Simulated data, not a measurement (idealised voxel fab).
Name of the process module below: voxel capacitor over wiring
The cross-section on display is named cut; it measures 160 nm wide, and its cells are 5 nm squares.
We lay out every cross-section as a grid of square cells and spell it out in bands from the top down, where one band means one or more rows of cells.
What a band's entry tells you: where the top is and where the bottom is, as heights in nm, and after that what lies inside, material by material from left to right, each with its width in nm. Empty space is written as the word "blank", and a single material marked with the word "everywhere" occupies the band from edge to edge.
Basically, 0 is our baseline, since under it the wafer straight out of the box is all one material. The bottom band has no lower end and keeps on going down, so it looks like "0 -> down".
The width entry "30 to 40" should be interpreted row by row: the top row of cells in the band takes the first number, the bottom row takes the second number, and the change between adjacent rows is uniform throughout.
What does "no change occurred" mean for a step? It means no cell of the cross-section changed in that step.
If an empty space has no open way to the top and is at least 8 cells in size, "Sealed internal voids" lists it, written width x height at distance, where distance is measured from the left edge and every value is in nm.
Whatever follows a step's settings on its line is a remark the simulator itself makes about that step.
On any step carrying a mask, the "overlay nm" setting, if present on the step's line, tells how far right of its planned place the mask lay; negative values point to the left.

PLANNED PROCESS STEPS
1: RECEIVE,material Si
2: CONFORMAL_DEP,material SiO2,thk nm 15
3: CONFORMAL_DEP,material SiCN,thk nm 5
4: DIRECTIONAL_DEP,material lowk,thk nm 15
5: PATTERN,tone open,mask id METAL_1,material resist,width nm 30,pitch nm 95,thk nm 20,overlay nm 0
6: DIRECTIONAL_ETCH,etch materials lowk,depth nm 15
7: DIRECTIONAL_ETCH,etch materials SiCN,depth nm 5
8: STRIP,etch materials resist
9: CONFORMAL_DEP,material TiN,thk nm 5
10: FILL_DEP,material Ru,thk nm 10
11: CMP,height nm 35
12: CONFORMAL_DEP,material SiCN,thk nm 5
13: DIRECTIONAL_DEP,material lowk,thk nm 10
14: MASKED_ETCH,tone open,mask id PLUG_1,width nm 15,etch materials lowk,depth nm 10,overlay nm 0
15: MASKED_ETCH,tone open,mask id PLUG_1,width nm 15,etch materials SiCN,depth nm 5,overlay nm 0
16: EPI,material Ru,thk nm 10
17: EPI,material Ru,thk nm 5
18: DIRECTIONAL_DEP,material TiN,thk nm 5
19: DIRECTIONAL_DEP,material Al2O3,thk nm 5
20: DIRECTIONAL_DEP,material TiN,thk nm 10
21: MASKED_ETCH,tone cover,mask id UPPER_PLATE,width nm 70,etch materials TiN,depth nm 10,overlay nm 0
22: MASKED_ETCH,tone cover,mask id UPPER_PLATE,width nm 70,etch materials Al2O3,depth nm 5,overlay nm 0
23: PATTERN,tone cover,mask id LOWER_PLATE,material resist,width nm 80,thk nm 20,overlay nm 0
24: DIRECTIONAL_ETCH,etch materials TiN,depth nm 5
25: STRIP,etch materials resist
26: FILL_DEP,material SiO2,thk nm 15
27: CMP,height nm 80
28: PATTERN,tone open,mask id PLUG_2,material resist,width nm 15,thk nm 15,overlay nm 0
29: DIRECTIONAL_ETCH,etch materials SiO2,depth nm 10
30: STRIP,etch materials resist
31: CONFORMAL_DEP,material TiN,thk nm 5
32: FILL_DEP,material Cu,thk nm 10
33: CMP,height nm 80
34: CONFORMAL_DEP,material SiN,thk nm 5

SO, THE FIRST OF OUR TWO WAFERS, RUN JUST AS WE PLANNED IT

CROSS-SECTIONAL VIEW OF THE WAFER IN ITS AS-RECEIVED CONDITION, CORRESPONDING TO THE STATE AFTER STEP 1
  0 -> down: Si everywhere
  Sealed internal voids: none

CROSS-SECTION OF THE WAFER SUBSEQUENT TO STEP 2
  15 -> 0: SiO2 everywhere
  All layers under 0 are left as they were.

CROSS-SECTION OF THE WAFER SUBSEQUENT TO STEP 3
  20 -> 15: SiCN everywhere
  All layers under 15 are left as they were.

CROSS-SECTION OF THE WAFER SUBSEQUENT TO STEP 4
  35 -> 20: lowk everywhere
  All layers under 20 are left as they were.

CROSS-SECTION OF THE WAFER SUBSEQUENT TO STEP 5
  55 -> 35: 15 of resist, then 30 of blank, then 65 of resist, then 30 of blank, then 20 of resist
  All layers under 35 are left as they were.

CROSS-SECTION OF THE WAFER SUBSEQUENT TO STEP 6
  55 -> 35: 15 of resist, then 30 of blank, then 65 of resist, then 30 of blank, then 20 of resist
  35 -> 20: 15 of lowk, then 30 of blank, then 65 of lowk, then 30 of blank, then 20 of lowk
  All layers under 20 are left as they were.

CROSS-SECTION OF THE WAFER SUBSEQUENT TO STEP 7
  55 -> 35: 15 of resist, then 30 of blank, then 65 of resist, then 30 of blank, then 20 of resist
  35 -> 20: 15 of lowk, then 30 of blank, then 65 of lowk, then 30 of blank, then 20 of lowk
  20 -> 15: 15 of SiCN, then 30 of blank, then 65 of SiCN, then 30 of blank, then 20 of SiCN
  All layers under 15 are left as they were.

CROSS-SECTION OF THE WAFER SUBSEQUENT TO STEP 8
  35 -> 20: 15 of lowk, then 30 of blank, then 65 of lowk, then 30 of blank, then 20 of lowk
  All layers under 20 are left as they were.

CROSS-SECTION OF THE WAFER SUBSEQUENT TO STEP 9
  40 -> 35: 20 of TiN, then 20 of blank, then 75 of TiN, then 20 of blank, then 25 of TiN
  35 -> 20: 15 of lowk, then 5 of TiN, then 20 of blank, then 5 of TiN, then 65 of lowk, then 5 of TiN, then 20 of blank, then 5 of TiN, then 20 of lowk
  20 -> 15: 15 of SiCN, then 30 of TiN, then 65 of SiCN, then 30 of TiN, then 20 of SiCN
  All layers under 15 are left as they were.

CROSS-SECTION OF THE WAFER SUBSEQUENT TO STEP 10
  50 -> 40: Ru everywhere
  40 -> 35: 20 of TiN, then 20 of Ru, then 75 of TiN, then 20 of Ru, then 25 of TiN
  35 -> 20: 15 of lowk, then 5 of TiN, then 20 of Ru, then 5 of TiN, then 65 of lowk, then 5 of TiN, then 20 of Ru, then 5 of TiN, then 20 of lowk
  All layers under 20 are left as they were.

CROSS-SECTION OF THE WAFER SUBSEQUENT TO STEP 11
  35 -> 20: 15 of lowk, then 5 of TiN, then 20 of Ru, then 5 of TiN, then 65 of lowk, then 5 of TiN, then 20 of Ru, then 5 of TiN, then 20 of lowk
  All layers under 20 are left as they were.

CROSS-SECTION OF THE WAFER SUBSEQUENT TO STEP 12
  40 -> 35: SiCN everywhere
  All layers under 35 are left as they were.

CROSS-SECTION OF THE WAFER SUBSEQUENT TO STEP 13
  50 -> 40: lowk everywhere
  All layers under 40 are left as they were.

CROSS-SECTION OF THE WAFER SUBSEQUENT TO STEP 14
  50 -> 40: 30 of lowk, then 15 of blank, then 115 of lowk
  All layers under 40 are left as they were.

CROSS-SECTION OF THE WAFER SUBSEQUENT TO STEP 15
  50 -> 40: 30 of lowk, then 15 of blank, then 115 of lowk
  40 -> 35: 30 of SiCN, then 15 of blank, then 115 of SiCN
  All layers under 35 are left as they were.

CROSS-SECTION OF THE WAFER SUBSEQUENT TO STEP 16
  50 -> 45: 30 of lowk, then 15 of blank, then 115 of lowk
  45 -> 40: 30 of lowk, then 15 of Ru, then 115 of lowk
  40 -> 35: 30 of SiCN, then 15 of Ru, then 115 of SiCN
  All layers under 35 are left as they were.

CROSS-SECTION OF THE WAFER SUBSEQUENT TO STEP 17
  50 -> 40: 30 of lowk, then 15 of Ru, then 115 of lowk
  All layers under 40 are left as they were.

CROSS-SECTION OF THE WAFER SUBSEQUENT TO STEP 18
  55 -> 50: TiN everywhere
  All layers under 50 are left as they were.

CROSS-SECTION OF THE WAFER SUBSEQUENT TO STEP 19
  60 -> 55: Al2O3 everywhere
  All layers under 55 are left as they were.

CROSS-SECTION OF THE WAFER SUBSEQUENT TO STEP 20
  70 -> 60: TiN everywhere
  All layers under 60 are left as they were.

CROSS-SECTION OF THE WAFER SUBSEQUENT TO STEP 21
  70 -> 60: 30 of blank, then 70 of TiN, then 60 of blank
  All layers under 60 are left as they were.

CROSS-SECTION OF THE WAFER SUBSEQUENT TO STEP 22
  70 -> 60: 30 of blank, then 70 of TiN, then 60 of blank
  60 -> 55: 30 of blank, then 70 of Al2O3, then 60 of blank
  All layers under 55 are left as they were.

CROSS-SECTION OF THE WAFER SUBSEQUENT TO STEP 23
  90 -> 70: 25 of blank, then 80 of resist, then 55 of blank
  70 -> 60: 25 of blank, then 5 of resist, then 70 of TiN, then 5 of resist, then 55 of blank
  60 -> 55: 25 of blank, then 5 of resist, then 70 of Al2O3, then 5 of resist, then 55 of blank
  All layers under 55 are left as they were.

CROSS-SECTION OF THE WAFER SUBSEQUENT TO STEP 24
  90 -> 70: 25 of blank, then 80 of resist, then 55 of blank
  70 -> 60: 25 of blank, then 5 of resist, then 70 of TiN, then 5 of resist, then 55 of blank
  60 -> 55: 25 of blank, then 5 of resist, then 70 of Al2O3, then 5 of resist, then 55 of blank
  55 -> 50: 25 of blank, then 80 of TiN, then 55 of blank
  All layers under 50 are left as they were.

CROSS-SECTION OF THE WAFER SUBSEQUENT TO STEP 25
  70 -> 60: 30 of blank, then 70 of TiN, then 60 of blank
  60 -> 55: 30 of blank, then 70 of Al2O3, then 60 of blank
  All layers under 55 are left as they were.

CROSS-SECTION OF THE WAFER SUBSEQUENT TO STEP 26
  85 -> 70: SiO2 everywhere
  70 -> 60: 30 of SiO2, then 70 of TiN, then 60 of SiO2
  60 -> 55: 30 of SiO2, then 70 of Al2O3, then 60 of SiO2
  55 -> 50: 25 of SiO2, then 80 of TiN, then 55 of SiO2
  All layers under 50 are left as they were.

CROSS-SECTION OF THE WAFER SUBSEQUENT TO STEP 27
  80 -> 70: SiO2 everywhere
  All layers under 70 are left as they were.

CROSS-SECTION OF THE WAFER SUBSEQUENT TO STEP 28
  95 -> 80: 40 of resist, then 15 of blank, then 105 of resist
  All layers under 80 are left as they were.

CROSS-SECTION OF THE WAFER SUBSEQUENT TO STEP 29
  95 -> 80: 40 of resist, then 15 of blank, then 105 of resist
  80 -> 70: 40 of SiO2, then 15 of blank, then 105 of SiO2
  All layers under 70 are left as they were.

CROSS-SECTION OF THE WAFER SUBSEQUENT TO STEP 30
  80 -> 70: 40 of SiO2, then 15 of blank, then 105 of SiO2
  All layers under 70 are left as they were.

CROSS-SECTION OF THE WAFER SUBSEQUENT TO STEP 31
  85 -> 80: 45 of TiN, then 5 of blank, then 110 of TiN
  80 -> 75: 40 of SiO2, then 5 of TiN, then 5 of blank, then 5 of TiN, then 105 of SiO2
  75 -> 70: 40 of SiO2, then 15 of TiN, then 105 of SiO2
  All layers under 70 are left as they were.

CROSS-SECTION OF THE WAFER SUBSEQUENT TO STEP 32
  95 -> 85: Cu everywhere
  85 -> 80: 45 of TiN, then 5 of Cu, then 110 of TiN
  80 -> 75: 40 of SiO2, then 5 of TiN, then 5 of Cu, then 5 of TiN, then 105 of SiO2
  All layers under 75 are left as they were.

CROSS-SECTION OF THE WAFER SUBSEQUENT TO STEP 33
  80 -> 75: 40 of SiO2, then 5 of TiN, then 5 of Cu, then 5 of TiN, then 105 of SiO2
  All layers under 75 are left as they were.

CROSS-SECTION OF THE WAFER SUBSEQUENT TO STEP 34
  85 -> 80: SiN everywhere
  All layers under 80 are left as they were.

SECOND WAFER, SAME STARTING CONDITIONS AND RECIPE AS THE FIRST, ONE MISTAKE IN EXECUTING IT, NOTHING DIFFERS FROM THE FIRST UP TO AND INCLUDING STEP 32

SECOND WAFER SHOWN IN CROSS-SECTION AT THE TIME STEP 33 WAS SLATED TO END
  90 -> 85: Cu everywhere
  All layers under 85 are left as they were.

SECOND WAFER SHOWN IN CROSS-SECTION AT THE TIME STEP 34 WAS SLATED TO END
  95 -> 90: SiN everywhere
  All layers under 90 are left as they were.
Heads up, the wafer didn't run the way we planned it: rather than as planned, step 33 actually ran as CMP,height nm 90
Per the end-of-run cell counts, the second wafer holds more or fewer of some materials than the first: Cu +33; TiN +31
